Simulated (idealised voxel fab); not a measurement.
Process module name: voxel transistor to metal
Each square cell in cross-section cut measures 5 nm, and the section as a whole is 225 nm wide.
For the purposes of this document, a cross-section shall be understood as a grid of square cells, specified as bands listed in top-to-bottom order, each band consisting of one or more rows of cells. For a band, the entry starts with two heights in nm, that of the top and then that of the bottom, and carries on with the band's materials in order from left to right, each alongside its width in nm; the word "everywhere" beside a single material means it fills the band edge to edge, and "blank" means empty space. We count height from 0. Below that, the starting wafer is all one material. The lowest band never ends at the bottom but goes on down; see "0 -> down" for how that is written. A width such as "30->40" changes by the same amount from each row of cells to the next, from the band's top row to its bottom row. What does "no alteration" mean for a step? It means no cell of the cross-section changed in that step. This entry, "Closed cavity list", enumerates those empty regions of no fewer than 8 cells that possess no open connection to the top. Each region is reported in the form width x height at distance, the distance being taken from the left edge, with all three quantities expressed in nm. Anything after a step's settings on that line? It's the simulator's own note about the step. "overlay nm" on a masked step: distance the mask lay right of its planned place, negative for left. Note on reading: below, each pair holds a cross-section from before one process step and one from after it; the one from after shows only down to the lowest band that changed. Beneath the pair, the step in between is stated along with its settings. The pairs can stem from different runs of this module on the same starting wafer. Where a pair's entry headed "Before processing step" says so, and only there, that pair continues from the pair above it.
Before processing step
* 45 -> 40: blank 50 nm; SiN 25 nm; blank 85 nm; SiN 25 nm; blank 40 nm
* 40 -> 25: blank 50 nm; SiN 5 nm; SiCN 15 nm; SiN 5 nm; blank 85 nm; SiN 5 nm; SiCN 15 nm; SiN 5 nm; blank 40 nm
* 25 -> 10: blank 50 nm; SiN 5 nm; polySi 15 nm; SiN 5 nm; blank 85 nm; SiN 5 nm; polySi 15 nm; SiN 5 nm; blank 40 nm
* 10 -> 5: SiN 15 nm; blank 35 nm; SiN 5 nm; polySi 15 nm; SiN 5 nm; blank 25 nm; SiN 25 nm; blank 35 nm; SiN 5 nm; polySi 15 nm; SiN 5 nm; blank 25 nm; SiN 15 nm
* 5 -> 0: SiO2 10 nm; SiN 45 nm; polySi 15 nm; SiN 35 nm; SiO2 15 nm; SiN 45 nm; polySi 15 nm; SiN 35 nm; SiO2 10 nm
* 0 -> -5: SiO2 everywhere
* -5 -> -35: SiO2 20 nm; Si 75 nm; SiO2 35 nm; Si 75 nm; SiO2 20 nm
* -35 -> down: Si everywhere
* Closed cavity list: none
Step Result
* 40 -> 25: blank 50 nm; SiN 5 nm; SiCN 15 nm; SiN 5 nm; blank 85 nm; SiN 5 nm; SiCN 15 nm; SiN 5 nm; blank 40 nm
* 25 -> 5: blank 50 nm; SiN 5 nm; polySi 15 nm; SiN 5 nm; blank 85 nm; SiN 5 nm; polySi 15 nm; SiN 5 nm; blank 40 nm
* 5 -> 0: SiO2 10 nm; SiN 5 nm; blank 35 nm; SiN 5 nm; polySi 15 nm; SiN 5 nm; blank 25 nm; SiN 5 nm; SiO2 15 nm; SiN 5 nm; blank 35 nm; SiN 5 nm; polySi 15 nm; SiN 5 nm; blank 25 nm; SiN 5 nm; SiO2 10 nm
* Anything lower than 0 is untouched.
* Closed cavity list: none
Intermediate step for the cross-sections above: DIRECTIONAL_ETCH,etch materials SiN,depth nm 5
Before processing step: look at the pair above, its after cross-section is where this step starts.
Step Result
* 40 -> 25: blank 50 nm; SiN 5 nm; SiCN 15 nm; SiN 5 nm; blank 85 nm; SiN 5 nm; SiCN 15 nm; SiN 5 nm; blank 40 nm
* 25 -> 5: blank 50 nm; SiN 5 nm; polySi 15 nm; SiN 5 nm; blank 85 nm; SiN 5 nm; polySi 15 nm; SiN 5 nm; blank 40 nm
* 5 -> 0: blank 10 nm; SiN 5 nm; blank 35 nm; SiN 5 nm; polySi 15 nm; SiN 5 nm; blank 25 nm; SiN 5 nm; blank 15 nm; SiN 5 nm; blank 35 nm; SiN 5 nm; polySi 15 nm; SiN 5 nm; blank 25 nm; SiN 5 nm; blank 10 nm
* 0 -> -5: SiO2 15 nm; blank 35 nm; SiO2 25 nm; blank 25 nm; SiO2 25 nm; blank 35 nm; SiO2 25 nm; blank 25 nm; SiO2 15 nm
* Anything lower than -5 is untouched.
* Closed cavity list: none
Intermediate step for the cross-sections above: DIRECTIONAL_ETCH,etch materials SiO2,depth nm 5
Before processing step: look at the pair above, its after cross-section is where this step starts.
Step Result
* 40 -> 25: blank 50 nm; SiN 5 nm; SiCN 15 nm; SiN 5 nm; blank 85 nm; SiN 5 nm; SiCN 15 nm; SiN 5 nm; blank 40 nm
* 25 -> 5: blank 50 nm; SiN 5 nm; polySi 15 nm; SiN 5 nm; blank 85 nm; SiN 5 nm; polySi 15 nm; SiN 5 nm; blank 40 nm
* 5 -> 0: blank 10 nm; SiN 5 nm; blank 35 nm; SiN 5 nm; polySi 15 nm; SiN 5 nm; blank 25 nm; SiN 5 nm; blank 15 nm; SiN 5 nm; blank 35 nm; SiN 5 nm; polySi 15 nm; SiN 5 nm; blank 25 nm; SiN 5 nm; blank 10 nm
* 0 -> -5: SiO2 15 nm; blank 35 nm; SiO2 25 nm; blank 25 nm; SiO2 25 nm; blank 35 nm; SiO2 25 nm; blank 25 nm; SiO2 15 nm
* -5 -> -20: SiO2 20 nm; blank 30 nm; Si 25 nm; blank 20 nm; SiO2 35 nm; blank 30 nm; Si 25 nm; blank 20 nm; SiO2 20 nm
* Anything lower than -20 is untouched.
* Closed cavity list: none
Intermediate step for the cross-sections above: DIRECTIONAL_ETCH,etch materials Si,depth nm 15
Before processing step: look at the pair above, its after cross-section is where this step starts.
Step Result
* 40 -> 25: blank 50 nm; SiN 5 nm; SiCN 15 nm; SiN 5 nm; blank 85 nm; SiN 5 nm; SiCN 15 nm; SiN 5 nm; blank 40 nm
* 25 -> 10: blank 50 nm; SiN 5 nm; polySi 15 nm; SiN 5 nm; blank 85 nm; SiN 5 nm; polySi 15 nm; SiN 5 nm; blank 40 nm
* 10 -> 5: blank 35 nm; pSi 15 nm; SiN 5 nm; polySi 15 nm; SiN 5 nm; pSi 15 nm; blank 55 nm; pSi 15 nm; SiN 5 nm; polySi 15 nm; SiN 5 nm; pSi 15 nm; blank 25 nm
* 5 -> 0: blank 10 nm; SiN 5 nm; blank 20 nm; pSi 15 nm; SiN 5 nm; polySi 15 nm; SiN 5 nm; pSi 15 nm; blank 10 nm; SiN 5 nm; blank 15 nm; SiN 5 nm; blank 20 nm; pSi 15 nm; SiN 5 nm; polySi 15 nm; SiN 5 nm; pSi 15 nm; blank 10 nm; SiN 5 nm; blank 10 nm
* 0 -> -5: SiO2 15 nm; blank 20 nm; pSi 15 nm; SiO2 25 nm; pSi 15 nm; blank 10 nm; SiO2 25 nm; blank 20 nm; pSi 15 nm; SiO2 25 nm; pSi 15 nm; blank 10 nm; SiO2 15 nm
* -5 -> -20: SiO2 20 nm; pSi 30 nm; Si 25 nm; pSi 20 nm; SiO2 35 nm; pSi 30 nm; Si 25 nm; pSi 20 nm; SiO2 20 nm
* Anything lower than -20 is untouched.
* Closed cavity list: none
Intermediate step for the cross-sections above: EPI,material pSi,thk nm 15
Before processing step: look at the pair above, its after cross-section is where this step starts.
Step Result
* 50 -> 40: SiO2 everywhere
* 40 -> 25: SiO2 50 nm; SiN 5 nm; SiCN 15 nm; SiN 5 nm; SiO2 85 nm; SiN 5 nm; SiCN 15 nm; SiN 5 nm; SiO2 40 nm
* 25 -> 10: SiO2 50 nm; SiN 5 nm; polySi 15 nm; SiN 5 nm; SiO2 85 nm; SiN 5 nm; polySi 15 nm; SiN 5 nm; SiO2 40 nm
* 10 -> 5: SiO2 35 nm; pSi 15 nm; SiN 5 nm; polySi 15 nm; SiN 5 nm; pSi 15 nm; SiO2 55 nm; pSi 15 nm; SiN 5 nm; polySi 15 nm; SiN 5 nm; pSi 15 nm; SiO2 25 nm
* 5 -> 0: SiO2 10 nm; SiN 5 nm; SiO2 20 nm; pSi 15 nm; SiN 5 nm; polySi 15 nm; SiN 5 nm; pSi 15 nm; SiO2 10 nm; SiN 5 nm; SiO2 15 nm; SiN 5 nm; SiO2 20 nm; pSi 15 nm; SiN 5 nm; polySi 15 nm; SiN 5 nm; pSi 15 nm; SiO2 10 nm; SiN 5 nm; SiO2 10 nm
* 0 -> -5: SiO2 35 nm; pSi 15 nm; SiO2 25 nm; pSi 15 nm; SiO2 55 nm; pSi 15 nm; SiO2 25 nm; pSi 15 nm; SiO2 25 nm
* Anything lower than -5 is untouched.
* Closed cavity list: none
Intermediate step for the cross-sections above: FILL_DEP,material SiO2,thk nm 10
Before processing step: look at the pair above, its after cross-section is where this step starts.
Step Result
* 40 -> 25: SiO2 50 nm; SiN 5 nm; SiCN 15 nm; SiN 5 nm; SiO2 85 nm; SiN 5 nm; SiCN 15 nm; SiN 5 nm; SiO2 40 nm
* Anything lower than 25 is untouched.
* Closed cavity list: none
Intermediate step for the cross-sections above: CMP,height nm 40
Before processing step: look at the pair above, its after cross-section is where this step starts.
Step Result
* 55 -> 40: SiO2 everywhere
* Anything lower than 40 is untouched.
* Closed cavity list: none
Intermediate step for the cross-sections above: DIRECTIONAL_DEP,material SiO2,thk nm 15
Before processing step: look at the pair above, its after cross-section is where this step starts.
Step Result
* 55 -> 40: SiO2 20 nm; blank 15 nm; SiO2 45 nm; blank 15 nm; SiO2 35 nm; blank 15 nm; SiO2 45 nm; blank 15 nm; SiO2 20 nm
* 40 -> 25: SiO2 20 nm; blank 15 nm; SiO2 15 nm; SiN 5 nm; SiCN 15 nm; SiN 5 nm; SiO2 5 nm; blank 15 nm; SiO2 35 nm; blank 15 nm; SiO2 15 nm; SiN 5 nm; SiCN 15 nm; SiN 5 nm; SiO2 5 nm; blank 15 nm; SiO2 20 nm
* 25 -> 10: SiO2 20 nm; blank 15 nm; SiO2 15 nm; SiN 5 nm; polySi 15 nm; SiN 5 nm; SiO2 5 nm; blank 15 nm; SiO2 35 nm; blank 15 nm; SiO2 15 nm; SiN 5 nm; polySi 15 nm; SiN 5 nm; SiO2 5 nm; blank 15 nm; SiO2 20 nm
* 10 -> 5: SiO2 20 nm; blank 15 nm; pSi 15 nm; SiN 5 nm; polySi 15 nm; SiN 5 nm; pSi 15 nm; blank 5 nm; SiO2 35 nm; blank 15 nm; pSi 15 nm; SiN 5 nm; polySi 15 nm; SiN 5 nm; pSi 15 nm; blank 5 nm; SiO2 20 nm
* 5 -> 0: SiO2 10 nm; SiN 5 nm; SiO2 5 nm; blank 15 nm; pSi 15 nm; SiN 5 nm; polySi 15 nm; SiN 5 nm; pSi 15 nm; blank 5 nm; SiO2 5 nm; SiN 5 nm; SiO2 15 nm; SiN 5 nm; SiO2 5 nm; blank 15 nm; pSi 15 nm; SiN 5 nm; polySi 15 nm; SiN 5 nm; pSi 15 nm; blank 5 nm; SiO2 5 nm; SiN 5 nm; SiO2 10 nm
* 0 -> -5: SiO2 20 nm; blank 15 nm; pSi 15 nm; SiO2 25 nm; pSi 15 nm; blank 5 nm; SiO2 35 nm; blank 15 nm; pSi 15 nm; SiO2 25 nm; pSi 15 nm; blank 5 nm; SiO2 20 nm
* Anything lower than -5 is untouched.
* Closed cavity list: none
Intermediate step for the cross-sections above: MASKED_ETCH,tone open,mask id CONTACT,width nm 15,etch materials SiO2,depth nm 60,overlay nm 0
Before processing step: look at the pair above, its after cross-section is where this step starts.
Step Result
* 60 -> 55: TiN 25 nm; blank 5 nm; TiN 55 nm; blank 5 nm; TiN 45 nm; blank 5 nm; TiN 55 nm; blank 5 nm; TiN 25 nm
* 55 -> 40: SiO2 20 nm; TiN 5 nm; blank 5 nm; TiN 5 nm; SiO2 45 nm; TiN 5 nm; blank 5 nm; TiN 5 nm; SiO2 35 nm; TiN 5 nm; blank 5 nm; TiN 5 nm; SiO2 45 nm; TiN 5 nm; blank 5 nm; TiN 5 nm; SiO2 20 nm
* 40 -> 25: SiO2 20 nm; TiN 5 nm; blank 5 nm; TiN 5 nm; SiO2 15 nm; SiN 5 nm; SiCN 15 nm; SiN 5 nm; SiO2 5 nm; TiN 5 nm; blank 5 nm; TiN 5 nm; SiO2 35 nm; TiN 5 nm; blank 5 nm; TiN 5 nm; SiO2 15 nm; SiN 5 nm; SiCN 15 nm; SiN 5 nm; SiO2 5 nm; TiN 5 nm; blank 5 nm; TiN 5 nm; SiO2 20 nm
* 25 -> 15: SiO2 20 nm; TiN 5 nm; blank 5 nm; TiN 5 nm; SiO2 15 nm; SiN 5 nm; polySi 15 nm; SiN 5 nm; SiO2 5 nm; TiN 5 nm; blank 5 nm; TiN 5 nm; SiO2 35 nm; TiN 5 nm; blank 5 nm; TiN 5 nm; SiO2 15 nm; SiN 5 nm; polySi 15 nm; SiN 5 nm; SiO2 5 nm; TiN 5 nm; blank 5 nm; TiN 5 nm; SiO2 20 nm
* 15 -> 10: SiO2 20 nm; TiN 5 nm; blank 5 nm; TiN 5 nm; SiO2 15 nm; SiN 5 nm; polySi 15 nm; SiN 5 nm; SiO2 5 nm; TiN 15 nm; SiO2 35 nm; TiN 5 nm; blank 5 nm; TiN 5 nm; SiO2 15 nm; SiN 5 nm; polySi 15 nm; SiN 5 nm; SiO2 5 nm; TiN 15 nm; SiO2 20 nm
* 10 -> 5: SiO2 20 nm; TiN 5 nm; blank 5 nm; TiN 5 nm; pSi 15 nm; SiN 5 nm; polySi 15 nm; SiN 5 nm; pSi 15 nm; TiN 5 nm; SiO2 35 nm; TiN 5 nm; blank 5 nm; TiN 5 nm; pSi 15 nm; SiN 5 nm; polySi 15 nm; SiN 5 nm; pSi 15 nm; TiN 5 nm; SiO2 20 nm
* 5 -> 0: SiO2 10 nm; SiN 5 nm; SiO2 5 nm; TiN 5 nm; blank 5 nm; TiN 5 nm; pSi 15 nm; SiN 5 nm; polySi 15 nm; SiN 5 nm; pSi 15 nm; TiN 5 nm; SiO2 5 nm; SiN 5 nm; SiO2 15 nm; SiN 5 nm; SiO2 5 nm; TiN 5 nm; blank 5 nm; TiN 5 nm; pSi 15 nm; SiN 5 nm; polySi 15 nm; SiN 5 nm; pSi 15 nm; TiN 5 nm; SiO2 5 nm; SiN 5 nm; SiO2 10 nm
* 0 -> -5: SiO2 20 nm; TiN 15 nm; pSi 15 nm; SiO2 25 nm; pSi 15 nm; TiN 5 nm; SiO2 35 nm; TiN 15 nm; pSi 15 nm; SiO2 25 nm; pSi 15 nm; TiN 5 nm; SiO2 20 nm
* Anything lower than -5 is untouched.
* Closed cavity list: none
Intermediate step for the cross-sections above: CONFORMAL_DEP,material TiN,thk nm 5
Before processing step: look at the pair above, its after cross-section is where this step starts.
Step Result
* 65 -> 60: W everywhere
* 60 -> 55: TiN 25 nm; W 5 nm; TiN 55 nm; W 5 nm; TiN 45 nm; W 5 nm; TiN 55 nm; W 5 nm; TiN 25 nm
* 55 -> 40: SiO2 20 nm; TiN 5 nm; W 5 nm; TiN 5 nm; SiO2 45 nm; TiN 5 nm; W 5 nm; TiN 5 nm; SiO2 35 nm; TiN 5 nm; W 5 nm; TiN 5 nm; SiO2 45 nm; TiN 5 nm; W 5 nm; TiN 5 nm; SiO2 20 nm
* 40 -> 25: SiO2 20 nm; TiN 5 nm; W 5 nm; TiN 5 nm; SiO2 15 nm; SiN 5 nm; SiCN 15 nm; SiN 5 nm; SiO2 5 nm; TiN 5 nm; W 5 nm; TiN 5 nm; SiO2 35 nm; TiN 5 nm; W 5 nm; TiN 5 nm; SiO2 15 nm; SiN 5 nm; SiCN 15 nm; SiN 5 nm; SiO2 5 nm; TiN 5 nm; W 5 nm; TiN 5 nm; SiO2 20 nm
* 25 -> 15: SiO2 20 nm; TiN 5 nm; W 5 nm; TiN 5 nm; SiO2 15 nm; SiN 5 nm; polySi 15 nm; SiN 5 nm; SiO2 5 nm; TiN 5 nm; W 5 nm; TiN 5 nm; SiO2 35 nm; TiN 5 nm; W 5 nm; TiN 5 nm; SiO2 15 nm; SiN 5 nm; polySi 15 nm; SiN 5 nm; SiO2 5 nm; TiN 5 nm; W 5 nm; TiN 5 nm; SiO2 20 nm
* 15 -> 10: SiO2 20 nm; TiN 5 nm; W 5 nm; TiN 5 nm; SiO2 15 nm; SiN 5 nm; polySi 15 nm; SiN 5 nm; SiO2 5 nm; TiN 15 nm; SiO2 35 nm; TiN 5 nm; W 5 nm; TiN 5 nm; SiO2 15 nm; SiN 5 nm; polySi 15 nm; SiN 5 nm; SiO2 5 nm; TiN 15 nm; SiO2 20 nm
* 10 -> 5: SiO2 20 nm; TiN 5 nm; W 5 nm; TiN 5 nm; pSi 15 nm; SiN 5 nm; polySi 15 nm; SiN 5 nm; pSi 15 nm; TiN 5 nm; SiO2 35 nm; TiN 5 nm; W 5 nm; TiN 5 nm; pSi 15 nm; SiN 5 nm; polySi 15 nm; SiN 5 nm; pSi 15 nm; TiN 5 nm; SiO2 20 nm
* 5 -> 0: SiO2 10 nm; SiN 5 nm; SiO2 5 nm; TiN 5 nm; W 5 nm; TiN 5 nm; pSi 15 nm; SiN 5 nm; polySi 15 nm; SiN 5 nm; pSi 15 nm; TiN 5 nm; SiO2 5 nm; SiN 5 nm; SiO2 15 nm; SiN 5 nm; SiO2 5 nm; TiN 5 nm; W 5 nm; TiN 5 nm; pSi 15 nm; SiN 5 nm; polySi 15 nm; SiN 5 nm; pSi 15 nm; TiN 5 nm; SiO2 5 nm; SiN 5 nm; SiO2 10 nm
* Anything lower than 0 is untouched.
* Closed cavity list: none
Intermediate step for the cross-sections above: FILL_DEP,material W,thk nm 5
Before processing step: look at the pair above, its after cross-section is where this step starts.
Step Result
* 55 -> 40: SiO2 20 nm; TiN 5 nm; W 5 nm; TiN 5 nm; SiO2 45 nm; TiN 5 nm; W 5 nm; TiN 5 nm; SiO2 35 nm; TiN 5 nm; W 5 nm; TiN 5 nm; SiO2 45 nm; TiN 5 nm; W 5 nm; TiN 5 nm; SiO2 20 nm
* Anything lower than 40 is untouched.
* Closed cavity list: none
Intermediate step for the cross-sections above: CMP,height nm 55
Before processing step: look at the pair above, its after cross-section is where this step starts.
Step Result
* 60 -> 55: SiCN everywhere
* Anything lower than 55 is untouched.
* Closed cavity list: none
Intermediate step for the cross-sections above: CONFORMAL_DEP,material SiCN,thk nm 5
Before processing step: look at the pair above, its after cross-section is where this step starts.
Step Result
* 75 -> 60: SiO2 everywhere
* Anything lower than 60 is untouched.
* Closed cavity list: none
Intermediate step for the cross-sections above: DIRECTIONAL_DEP,material SiO2,thk nm 15
Before processing step: look at the pair above, its after cross-section is where this step starts.
Step Result
* 75 -> 60: SiO2 20 nm; blank 15 nm; SiO2 45 nm; blank 15 nm; SiO2 35 nm; blank 15 nm; SiO2 45 nm; blank 15 nm; SiO2 20 nm
* Anything lower than 60 is untouched.
* Closed cavity list: none
Intermediate step for the cross-sections above: MASKED_ETCH,tone open,mask id METAL_1,width nm 15,etch materials SiO2,depth nm 15,overlay nm 0
Before processing step: look at the pair above, its after cross-section is where this step starts.
Step Result
* 75 -> 60: SiO2 20 nm; blank 15 nm; SiO2 45 nm; blank 15 nm; SiO2 35 nm; blank 15 nm; SiO2 45 nm; blank 15 nm; SiO2 20 nm
* 60 -> 55: SiCN 20 nm; blank 15 nm; SiCN 45 nm; blank 15 nm; SiCN 35 nm; blank 15 nm; SiCN 45 nm; blank 15 nm; SiCN 20 nm
* Anything lower than 55 is untouched.
* Closed cavity list: none
Intermediate step for the cross-sections above: MASKED_ETCH,tone open,mask id METAL_1,width nm 15,etch materials SiCN,depth nm 5,overlay nm 0
Before processing step: look at the pair above, its after cross-section is where this step starts.
Step Result
* 80 -> 75: TiN 25 nm; blank 5 nm; TiN 55 nm; blank 5 nm; TiN 45 nm; blank 5 nm; TiN 55 nm; blank 5 nm; TiN 25 nm
* 75 -> 60: SiO2 20 nm; TiN 5 nm; blank 5 nm; TiN 5 nm; SiO2 45 nm; TiN 5 nm; blank 5 nm; TiN 5 nm; SiO2 35 nm; TiN 5 nm; blank 5 nm; TiN 5 nm; SiO2 45 nm; TiN 5 nm; blank 5 nm; TiN 5 nm; SiO2 20 nm
* 60 -> 55: SiCN 20 nm; TiN 15 nm; SiCN 45 nm; TiN 15 nm; SiCN 35 nm; TiN 15 nm; SiCN 45 nm; TiN 15 nm; SiCN 20 nm
* Anything lower than 55 is untouched.
* Closed cavity list: none
Intermediate step for the cross-sections above: CONFORMAL_DEP,material TiN,thk nm 5
Before processing step: look at the pair above, its after cross-section is where this step starts.
Step Result
* 90 -> 80: Ru everywhere
* 80 -> 75: TiN 25 nm; Ru 5 nm; TiN 55 nm; Ru 5 nm; TiN 45 nm; Ru 5 nm; TiN 55 nm; Ru 5 nm; TiN 25 nm
* 75 -> 60: SiO2 20 nm; TiN 5 nm; Ru 5 nm; TiN 5 nm; SiO2 45 nm; TiN 5 nm; Ru 5 nm; TiN 5 nm; SiO2 35 nm; TiN 5 nm; Ru 5 nm; TiN 5 nm; SiO2 45 nm; TiN 5 nm; Ru 5 nm; TiN 5 nm; SiO2 20 nm
* Anything lower than 60 is untouched.
* Closed cavity list: none
Intermediate step for the cross-sections above: FILL_DEP,material Ru,thk nm 10
Before processing step: look at the pair above, its after cross-section is where this step starts.
Step Result
* 75 -> 60: SiO2 20 nm; TiN 5 nm; Ru 5 nm; TiN 5 nm; SiO2 45 nm; TiN 5 nm; Ru 5 nm; TiN 5 nm; SiO2 35 nm; TiN 5 nm; Ru 5 nm; TiN 5 nm; SiO2 45 nm; TiN 5 nm; Ru 5 nm; TiN 5 nm; SiO2 20 nm
* Anything lower than 60 is untouched.
* Closed cavity list: none
Intermediate step for the cross-sections above: CMP,height nm 75
Before processing step: look at the pair above, its after cross-section is where this step starts.
Step Result
* 80 -> 75: SiN everywhere
* Anything lower than 75 is untouched.
* Closed cavity list: none
Intermediate step for the cross-sections above: CONFORMAL_DEP,material SiN,thk nm 5
Before processing step
* 5 -> 0: SiO2 10 nm; blank 95 nm; SiO2 15 nm; blank 95 nm; SiO2 10 nm
* 0 -> -5: SiO2 everywhere
* -5 -> -35: SiO2 20 nm; Si 75 nm; SiO2 35 nm; Si 75 nm; SiO2 20 nm
* -35 -> down: Si everywhere
* Closed cavity list: none
Step Result
* 30 -> 25: SiCN 10 nm; blank 95 nm; SiCN 15 nm; blank 95 nm; SiCN 10 nm
* 25 -> 5: SiCN everywhere
* 5 -> 0: SiO2 10 nm; SiCN 95 nm; SiO2 15 nm; SiCN 95 nm; SiO2 10 nm
* Anything lower than 0 is untouched.
* Closed cavity list: none
Intermediate step for the cross-sections above: DIRECTIONAL_DEP,material SiCN,thk nm 25
Before processing step: look at the pair above, its after cross-section is where this step starts.
Step Result
* 45 -> 40: SiCN 10 nm; blank 95 nm; SiCN 15 nm; blank 95 nm; SiCN 10 nm
* 40 -> 5: SiCN everywhere
* Anything lower than 5 is untouched.
* Closed cavity list: none
Intermediate step for the cross-sections above: DIRECTIONAL_DEP,material SiCN,thk nm 15
Before processing step: look at the pair above, its after cross-section is where this step starts.
Step Result
* 55 -> 50: aC 10 nm; blank 95 nm; aC 15 nm; blank 95 nm; aC 10 nm
* 50 -> 45: aC everywhere
* 45 -> 40: SiCN 10 nm; aC 95 nm; SiCN 15 nm; aC 95 nm; SiCN 10 nm
* Anything lower than 40 is untouched.
* Closed cavity list: none
Intermediate step for the cross-sections above: DIRECTIONAL_DEP,material aC,thk nm 10
Before processing step: look at the pair above, its after cross-section is where this step starts.
Step Result
* 85 -> 55: blank 50 nm; resist 15 nm; blank 95 nm; resist 15 nm; blank 50 nm
* 55 -> 50: aC 10 nm; blank 40 nm; resist 15 nm; blank 40 nm; aC 15 nm; blank 40 nm; resist 15 nm; blank 40 nm; aC 10 nm
* Anything lower than 50 is untouched.
* Closed cavity list: none
Intermediate step for the cross-sections above: PATTERN,tone cover,mask id GATE,material resist,width nm 15,pitch nm 110,thk nm 30,overlay nm 0
Before processing step: look at the pair above, its after cross-section is where this step starts.
Step Result
* 75 -> 50: blank 50 nm; resist 15 nm; blank 95 nm; resist 15 nm; blank 50 nm
* 50 -> 45: blank 50 nm; aC 15 nm; blank 95 nm; aC 15 nm; blank 50 nm
* 45 -> 40: SiCN 10 nm; blank 40 nm; aC 15 nm; blank 40 nm; SiCN 15 nm; blank 40 nm; aC 15 nm; blank 40 nm; SiCN 10 nm
* Anything lower than 40 is untouched.
* Closed cavity list: none
Intermediate step for the cross-sections above: DIRECTIONAL_ETCH,etch materials aC,depth nm 10
Before processing step: look at the pair above, its after cross-section is where this step starts.
Step Result
* 50 -> 45: blank 50 nm; aC 15 nm; blank 95 nm; aC 15 nm; blank 50 nm
* Anything lower than 45 is untouched.
* Closed cavity list: none
Intermediate step for the cross-sections above: STRIP,etch materials resist
Before processing step: look at the pair above, its after cross-section is where this step starts.
Step Result
* 50 -> 40: blank 50 nm; aC 15 nm; blank 95 nm; aC 15 nm; blank 50 nm
* 40 -> 20: blank 50 nm; SiCN 15 nm; blank 95 nm; SiCN 15 nm; blank 50 nm
* 20 -> 15: SiCN 10 nm; blank 40 nm; SiCN 15 nm; blank 40 nm; SiCN 15 nm; blank 40 nm; SiCN 15 nm; blank 40 nm; SiCN 10 nm
* Anything lower than 15 is untouched.
* Closed cavity list: none
Intermediate step for the cross-sections above: DIRECTIONAL_ETCH,etch materials SiCN,depth nm 25
Before processing step: look at the pair above, its after cross-section is where this step starts.
Step Result
* 40 -> 20: blank 50 nm; SiCN 15 nm; blank 95 nm; SiCN 15 nm; blank 50 nm
* Anything lower than 20 is untouched.
* Closed cavity list: none
Intermediate step for the cross-sections above: STRIP,etch materials aC
Before processing step: look at the pair above, its after cross-section is where this step starts.
Step Result
* 45 -> 40: blank 45 nm; SiN 25 nm; blank 85 nm; SiN 25 nm; blank 45 nm
* 40 -> 25: blank 45 nm; SiN 5 nm; SiCN 15 nm; SiN 5 nm; blank 85 nm; SiN 5 nm; SiCN 15 nm; SiN 5 nm; blank 45 nm
* 25 -> 20: SiN 15 nm; blank 30 nm; SiN 5 nm; SiCN 15 nm; SiN 5 nm; blank 30 nm; SiN 25 nm; blank 30 nm; SiN 5 nm; SiCN 15 nm; SiN 5 nm; blank 30 nm; SiN 15 nm
* 20 -> 15: SiCN 10 nm; SiN 40 nm; SiCN 15 nm; SiN 40 nm; SiCN 15 nm; SiN 40 nm; SiCN 15 nm; SiN 40 nm; SiCN 10 nm
* Anything lower than 15 is untouched.
* Closed cavity list: none
Intermediate step for the cross-sections above: CONFORMAL_DEP,material SiN,thk nm 5
Before processing step: look at the pair above, its after cross-section is where this step starts.
Step Result
* 40 -> 20: blank 45 nm; SiN 5 nm; SiCN 15 nm; SiN 5 nm; blank 85 nm; SiN 5 nm; SiCN 15 nm; SiN 5 nm; blank 45 nm
* 20 -> 15: SiCN 10 nm; SiN 5 nm; blank 30 nm; SiN 5 nm; SiCN 15 nm; SiN 5 nm; blank 30 nm; SiN 5 nm; SiCN 15 nm; SiN 5 nm; blank 30 nm; SiN 5 nm; SiCN 15 nm; SiN 5 nm; blank 30 nm; SiN 5 nm; SiCN 10 nm
* Anything lower than 15 is untouched.
* Closed cavity list: none
Intermediate step for the cross-sections above: DIRECTIONAL_ETCH,etch materials SiN,depth nm 5
Before processing step: look at the pair above, its after cross-section is where this step starts.
Step Result
* 50 -> 40: SiO2 everywhere
* 40 -> 20: SiO2 45 nm; SiN 5 nm; SiCN 15 nm; SiN 5 nm; SiO2 85 nm; SiN 5 nm; SiCN 15 nm; SiN 5 nm; SiO2 45 nm
* 20 -> 15: SiCN 10 nm; SiN 5 nm; SiO2 30 nm; SiN 5 nm; SiCN 15 nm; SiN 5 nm; SiO2 30 nm; SiN 5 nm; SiCN 15 nm; SiN 5 nm; SiO2 30 nm; SiN 5 nm; SiCN 15 nm; SiN 5 nm; SiO2 30 nm; SiN 5 nm; SiCN 10 nm
* Anything lower than 15 is untouched.
* Closed cavity list: none
Intermediate step for the cross-sections above: FILL_DEP,material SiO2,thk nm 10
Before processing step: look at the pair above, its after cross-section is where this step starts.
Step Result
* 40 -> 20: SiO2 45 nm; SiN 5 nm; SiCN 15 nm; SiN 5 nm; SiO2 85 nm; SiN 5 nm; SiCN 15 nm; SiN 5 nm; SiO2 45 nm
* Anything lower than 20 is untouched.
* Closed cavity list: none
Intermediate step for the cross-sections above: CMP,height nm 40
Before processing step: look at the pair above, its after cross-section is where this step starts.
Step Result
* 55 -> 40: SiO2 everywhere
* Anything lower than 40 is untouched.
* Closed cavity list: none
Intermediate step for the cross-sections above: DIRECTIONAL_DEP,material SiO2,thk nm 15
Before processing step: look at the pair above, its after cross-section is where this step starts.
Step Result
* 55 -> 40: SiO2 20 nm; blank 15 nm; SiO2 45 nm; blank 15 nm; SiO2 35 nm; blank 15 nm; SiO2 45 nm; blank 15 nm; SiO2 20 nm
* 40 -> 20: SiO2 20 nm; blank 15 nm; SiO2 10 nm; SiN 5 nm; SiCN 15 nm; SiN 5 nm; SiO2 10 nm; blank 15 nm; SiO2 35 nm; blank 15 nm; SiO2 10 nm; SiN 5 nm; SiCN 15 nm; SiN 5 nm; SiO2 10 nm; blank 15 nm; SiO2 20 nm
* 20 -> 15: SiCN 10 nm; SiN 5 nm; SiO2 5 nm; blank 15 nm; SiO2 10 nm; SiN 5 nm; SiCN 15 nm; SiN 5 nm; SiO2 10 nm; blank 15 nm; SiO2 5 nm; SiN 5 nm; SiCN 15 nm; SiN 5 nm; SiO2 5 nm; blank 15 nm; SiO2 10 nm; SiN 5 nm; SiCN 15 nm; SiN 5 nm; SiO2 10 nm; blank 15 nm; SiO2 5 nm; SiN 5 nm; SiCN 10 nm
* Anything lower than 15 is untouched.
* Closed cavity list: none
Intermediate step for the cross-sections above: MASKED_ETCH,tone open,mask id CONTACT,width nm 15,etch materials SiO2,depth nm 60,overlay nm 0
